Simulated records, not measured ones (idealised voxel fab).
This section sets out a process module, namely voxel wiring stack.
Square cells of 5 nm make up the cross-section cut, whose width is 280 nm.
Reading order for cross-sections: top band down to bottom band. Underlying form: a grid of square cells. Band size: one or more rows of cells.
Heads up on the band format: heights come first, top then bottom, in nm. After that it's the materials left to right, each with its width in nm. A single material flagged "throughout" fills the whole band edge to edge, and "blank" means there's empty space there.
The reference from which all heights are counted is 0, the level beneath which the as-received wafer is entirely one material; the lowest band, having no lower bound, proceeds downward and is written after the example "top 0, no bottom".
So if you see something like "30->40" for the width, read it as the top row of the band sitting at the first number and the bottom row at the second, with every row in between moving by the same amount as the last.
Given "nothing different" for a step, no cell of the cross-section differs between before and after that step.
Empty spaces without an open route to the top, at least 8 cells in extent, make up the entry "Closed void roster"; each is given as width x height at distance, where the distance is measured from the left edge, and all are in nm.
If you see something after the settings on a step's line, that's the simulator's own remark about that step.
For masked steps, "overlay nm" on the step line gives how far right of plan the mask actually lay; a minus sign means it lay to the left.

[Listed below are the process steps as planned]
- 1: RECEIVE, material Si
- 2: CONFORMAL_DEP, material SiO2, thk nm 10
- 3: DIRECTIONAL_DEP, material TiN, thk nm 5
- 4: DIRECTIONAL_DEP, material W, thk nm 15
- 5: PATTERN, tone cover, mask id METAL_1, material resist, width nm 30, pitch nm 55, thk nm 15, overlay nm 0
- 6: DIRECTIONAL_ETCH, etch materials W, depth nm 15
- 7: DIRECTIONAL_ETCH, etch materials TiN, depth nm 5
- 8: STRIP, etch materials resist
- 9: FILL_DEP, material SiO2, thk nm 10
- 10: CMP, height nm 30
- 11: CONFORMAL_DEP, material SiCN, thk nm 5
- 12: DIRECTIONAL_DEP, material lowk, thk nm 20
- 13: PATTERN, tone open, mask id PLUG_1, material resist, width nm 15, pitch nm 55, thk nm 15, overlay nm 0
- 14: DIRECTIONAL_ETCH, etch materials lowk, depth nm 20
- 15: DIRECTIONAL_ETCH, etch materials SiCN, depth nm 5
- 16: STRIP, etch materials resist
- 17: CONFORMAL_DEP, material TiN, thk nm 5
- 18: FILL_DEP, material Ru, thk nm 5
- 19: CMP, height nm 55
- 20: DIRECTIONAL_DEP, material TiN, thk nm 5
- 21: DIRECTIONAL_DEP, material Ru, thk nm 15
- 22: PATTERN, tone cover, mask id METAL_2, material resist, width nm 30, pitch nm 55, thk nm 20, overlay nm 0
- 23: DIRECTIONAL_ETCH, etch materials Ru, depth nm 15
- 24: DIRECTIONAL_ETCH, etch materials TiN, depth nm 5
- 25: STRIP, etch materials resist
- 26: CONFORMAL_DEP, material SiCN, thk nm 5
- 27: FILL_DEP, material SiO2, thk nm 5
- 28: CMP, height nm 75
- 29: CONFORMAL_DEP, material SiN, thk nm 5

[As received (post step 1): cross-section]
> top 0, no bottom  Si throughout
> Closed void roster: none

[Here's the wafer cut in cross-section after the module, started and planned just like above, except one thing was done wrong in the run]
> top 80, bottom 75  SiN throughout
> top 75, bottom 60  90 of SiO2  5 of SiCN  30 of Ru  5 of SiCN  15 of SiO2  5 of SiCN  30 of Ru  5 of SiCN  95 of SiO2
> top 60, bottom 55  95 of SiCN  30 of TiN  25 of SiCN  30 of TiN  100 of SiCN
> top 55, bottom 35  90 of Ru  5 of TiN  15 of lowk  5 of TiN  30 of Ru  5 of TiN  15 of lowk  5 of TiN  110 of Ru
> top 35, bottom 30  95 of TiN  15 of SiCN  40 of TiN  15 of SiCN  115 of TiN
> top 30, bottom 15  95 of SiO2  30 of W  25 of SiO2  30 of W  100 of SiO2
> top 15, bottom 10  95 of SiO2  30 of TiN  25 of SiO2  30 of TiN  100 of SiO2
> top 10, bottom 0  SiO2 throughout
> top 0, no bottom  Si throughout
> Closed void roster: none
what went wrong: rather than as planned, step 13 actually ran as PATTERN, tone cover, mask id PLUG_1, material resist, width nm 15, pitch nm 55, thk nm 15, overlay nm 0
